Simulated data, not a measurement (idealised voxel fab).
process module | voxel gate over fins
cross-section cut | 295 nm wide | cells 5 nm
A cross-section is a grid of square cells, given in bands from the top down. A band is one or more rows of cells.
Each band's line starts with the height of the band's top and of its bottom, in nm. Then come its materials from left to right, each with its width in nm. One material with "throughout" fills the band from edge to edge. "air" is empty space.
Height 0 is the level under which the wafer as received is all one material. The lowest band goes on downwards, as in "0 down".
A width such as "30 to 40" changes by the same amount from each row of cells to the next, from the band's top row to its bottom row.
"no change" after a step means that no cell of the cross-section changed.
closed voids: empty space of 8 cells or more with no open way to the top, each as width x height at its distance from the left edge, in nm
after a step's settings: what the simulator itself notes on the step
overlay nm, on a step with a mask: how far to the right of its planned place the mask lay; to the left if negative
plan
1 op RECEIVE | material Si
2 op CONFORMAL_DEP | material SiN | thk nm 10
3 op PATTERN | tone cover | mask id FINS | material resist | width nm 15 | pitch nm 45 | thk nm 20 | overlay nm 0
4 op DIRECTIONAL_ETCH | etch materials SiN | depth nm 10
5 op DIRECTIONAL_ETCH | etch materials Si | depth nm 40
6 op STRIP | etch materials resist
7 op OXIDIZE | depth nm 5
8 op FILL_DEP | material SiO2 | thk nm 15
9 op CMP | height nm 10
10 op SELECTIVE_ETCH | etch materials SiO2 | depth nm 20
11 op STRIP | etch materials SiN
12 op CONFORMAL_DEP | material HfO2 | thk nm 5
13 op CONFORMAL_DEP | material TiN | thk nm 5
14 op FILL_DEP | material W | thk nm 10
15 op CMP | height nm 15
16 op CONFORMAL_DEP | material SiN | thk nm 10
as received, after step 1
  0 down: Si throughout
  closed voids: none
first wafer at the end, as planned
  25 to 15: SiN throughout
  15 to 10: W throughout
  10 to 5: W 110 | TiN 25 | W 20 | TiN 25 | W 115
  5 to 0: W 110 | TiN 5 | HfO2 15 | TiN 5 | W 20 | TiN 5 | HfO2 15 | TiN 5 | W 115
  0 to -5: TiN 115 | HfO2 5 | Si 5 | HfO2 5 | TiN 30 | HfO2 5 | Si 5 | HfO2 5 | TiN 120
  -5 to -10: HfO2 120 | Si 5 | HfO2 40 | Si 5 | HfO2 125
  -10 to -45: SiO2 120 | Si 5 | SiO2 40 | Si 5 | SiO2 125
  -45 down: Si throughout
  closed voids: none
second wafer at the end: like start, like plan, one mistake
  25 to 15: SiN throughout
  15 to 10: W throughout
  10 to 5: W 120 | TiN 25 | W 20 | TiN 25 | W 105
  5 to 0: W 120 | TiN 5 | HfO2 15 | TiN 5 | W 20 | TiN 5 | HfO2 15 | TiN 5 | W 105
  0 to -5: TiN 125 | HfO2 5 | Si 5 | HfO2 5 | TiN 30 | HfO2 5 | Si 5 | HfO2 5 | TiN 110
  -5 to -10: HfO2 130 | Si 5 | HfO2 40 | Si 5 | HfO2 115
  -10 to -45: SiO2 130 | Si 5 | SiO2 40 | Si 5 | SiO2 115
  -45 down: Si throughout
  closed voids: none
what went wrong: step 3 ran as: op PATTERN | tone cover | mask id FINS | material resist | width nm 15 | pitch nm 45 | thk nm 20 | overlay nm 10
at the end the second wafer has, in cells: as many of each material as the first, in other places
